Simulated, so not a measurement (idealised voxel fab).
process module | voxel ribs on slabs
cross-section cut | 215 nm wide | cells 5 nm
A cross-section is a grid of square cells, given in bands from the top down. A band is one or more rows of cells.
Each band's line starts with the height of the band's top and of its bottom, in nm. Then come its materials from left to right, each with its width in nm. One material with "throughout" fills the band from edge to edge. "air" is empty space.
Height 0 is the level under which the wafer as received is all one material. The lowest band goes on downwards, as in "0 down".
A width such as "30 to 40" changes by the same amount from each row of cells to the next, from the band's top row to its bottom row.
"no change" after a step means that no cell of the cross-section changed.
closed voids: empty space of 8 cells or more with no open way to the top, each as width x height at its distance from the left edge, in nm
after a step's settings: what the simulator itself notes on the step
overlay nm, on a step with a mask: how far to the right of its planned place the mask lay; to the left if negative
plan
1 op RECEIVE | material Si
2 op DIRECTIONAL_DEP | material SiO2 | thk nm 25
3 op DIRECTIONAL_DEP | material SiN | thk nm 25
4 op MASKED_ETCH | tone cover | mask id RIB | width nm 30 | etch materials SiN | depth nm 15 | overlay nm 0
5 op DIRECTIONAL_DEP | material aC | thk nm 15
6 op PATTERN | tone cover | mask id SLAB | material resist | width nm 60 | thk nm 35 | overlay nm 0
7 op DIRECTIONAL_ETCH | etch materials aC | depth nm 15
8 op STRIP | etch materials resist
9 op DIRECTIONAL_ETCH | etch materials SiN | depth nm 10
10 op STRIP | etch materials aC
11 op FILL_DEP | material SiO2 | thk nm 25
12 op CMP | height nm 70
13 op DIRECTIONAL_DEP | material W | thk nm 10
14 op PATTERN | tone cover | mask id HEATER | material resist | width nm 40 | thk nm 20 | overlay nm 0
15 op DIRECTIONAL_ETCH | etch materials W | depth nm 10
16 op STRIP | etch materials resist
17 op CONFORMAL_DEP | material SiO2 | thk nm 5
as received, after step 1
  0 down: Si throughout
  closed voids: none
a wafer at the end: this start, this plan, one mistake
  85 to 80: air 80 | SiO2 50 | air 85
  80 to 75: air 80 | SiO2 5 | W 40 | SiO2 5 | air 85
  75 to 70: SiO2 85 | W 40 | SiO2 90
  70 to 50: SiO2 throughout
  50 to 35: SiO2 95 | SiN 20 | SiO2 100
  35 to 25: SiO2 75 | SiN 60 | SiO2 80
  25 to 0: SiO2 throughout
  0 down: Si throughout
  closed voids: none
what went wrong: step 4 ran as: op MASKED_ETCH | tone cover | mask id RIB | width nm 20 | etch materials SiN | depth nm 15 | overlay nm 0
